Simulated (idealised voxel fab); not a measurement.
Process module name: voxel tone inversion
Displayed cross-section: cut, width of 300 nm, square cells sized 5 nm.
Square cells in a grid make up a cross-section in this document, and the grid is given as bands, listed from the top down, each one or more rows of cells.
A band entry consists of two parts. The first gives the height of the band's top and the height of its bottom, in nm. The rest lists the band's materials from left to right, each with its width in nm. A single material labelled with the word "edge to edge" fills the band from edge to edge, and the word "blank" marks empty space.
Ref level 0: as-received wafer is one material below here. Bottom band extends down with no lower bound ("0..down").
Graded width ("30..40"): value in top row of band = first number; value in bottom row = second number; row-to-row change constant.
For the purposes of this document, the phrase "no modification" attached to a step denotes that no cell within the cross-section was modified by that step.
"Non-vented voids" enumerates empty spaces isolated from the top, with no open way to it, that contain at least 8 cells, giving each as width x height at distance from the left edge, all three in nm.
It should be noted that, on the line of a given step, the content following the step's settings is a remark produced by the simulator itself with respect to that step.
overlay nm: mask offset rightward from planned place, masked step; negative means leftward offset.

-- These are the steps we planned for the process
1 RECEIVE | material Si
2 CONFORMAL_DEP | material SiCN | thk nm 10
3 DIRECTIONAL_DEP | material polySi | thk nm 20
4 PATTERN | tone cover | mask id POSTS | material resist | width nm 25 | pitch nm 55 | thk nm 30 | overlay nm 0
5 DIRECTIONAL_ETCH | etch materials polySi | depth nm 20
6 STRIP | etch materials resist
7 FILL_DEP | material SiO2 | thk nm 10
8 CMP | height nm 30
9 STRIP | etch materials polySi
10 CONFORMAL_DEP | material TiN | thk nm 5
11 FILL_DEP | material Cu | thk nm 10
12 CMP | height nm 30
13 CONFORMAL_DEP | material SiN | thk nm 5

-- Cross-section of the incoming wafer, state after step 1
- 0..down | Si edge to edge
- Non-vented voids: none

-- Final cross-section, module run with one mistake (start and plan as above)
- 35..30 | SiN edge to edge
- 30..20 | SiCN edge to edge
- 20..0 | polySi edge to edge
- 0..down | Si edge to edge
- Non-vented voids: none
Diagnosis: swap of plan steps 2 and 3 during execution
